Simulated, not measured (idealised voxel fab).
This section sets out a process module, namely voxel released beams.
It is cross-section cut that appears here, measuring 210 nm in width, its square cells being 5 nm in size.
In this document a cross-section is written as a grid of square cells. It is given as a series of bands, listed from the top down, and a band is one or more rows of cells.
Band entry format. Leading values: height of top, height of bottom, nm. Remainder: materials in left-to-right order, each with its width in nm. Special words: "edge to edge" on a single material, which then fills the band edge to edge; "blank", empty space.
The reference from which all heights are counted is 0, the level beneath which the as-received wafer is entirely one material; the lowest band, having no lower bound, proceeds downward and is written after the example "0..down".
With a width like "30..40", each row of cells in the band differs from the next by the same amount, the top row carrying the first number and the bottom row the second.
You'll sometimes find "stayed the same" written for a step, and that's the way of saying that nowhere in the cross-section did a cell change during that step.
If an empty space has no open way to the top and is at least 8 cells in size, "Cavities, closed" lists it, written width x height at distance, where distance is measured from the left edge and every value is in nm.
On each step's line, the part that comes after the settings is the simulator's own comment on the step.
You can add "overlay nm" to a step's line. For a step with a mask, it describes how far the mask lay to the right of its planned position, and a negative number describes a lay to the left.
[The process steps that were planned are listed below]
1. RECEIVE | material Si
2. CONFORMAL_DEP | material Al2O3 | thk nm 5
3. DIRECTIONAL_DEP | material SiO2 | thk nm 20
4. DIRECTIONAL_DEP | material aC | thk nm 10
5. PATTERN | tone open | mask id ANCHOR | material resist | width nm 35 | thk nm 25 | overlay nm 0
6. DIRECTIONAL_ETCH | etch materials aC | depth nm 10
7. STRIP | etch materials resist
8. DIRECTIONAL_ETCH | etch materials SiO2 | depth nm 20
9. STRIP | etch materials aC
10. CONFORMAL_DEP | material W | thk nm 5
11. MASKED_ETCH | tone cover | mask id BEAM | width nm 80 | etch materials W | depth nm 10 | overlay nm 0
12. STRIP | etch materials SiO2
It is noted that the wafers described herein are identical at the outset and are distinguished by the thk nm of step 10; the value stated in the plan corresponds to the first wafer.
[Incoming state of the first of several wafers in cross-section: after step 1]
> 0..down  Si edge to edge
> Cavities, closed: none
[wafer rows; end of module; cells per material since receipt: (+) gained, (-) lost; then closed voids]
thk nm 5 | +42 Al2O3 | +24 W | Cavities, closed: none
thk nm 10 | +42 Al2O3 | +48 W | Cavities, closed: none
thk nm 15 | +42 Al2O3 | +140 SiO2 | +98 W | Cavities, closed: none
thk nm 20 | +42 Al2O3 | +140 SiO2 | +144 W | Cavities, closed: none
thk nm 25 | +42 Al2O3 | +140 SiO2 | +186 W | Cavities, closed: none
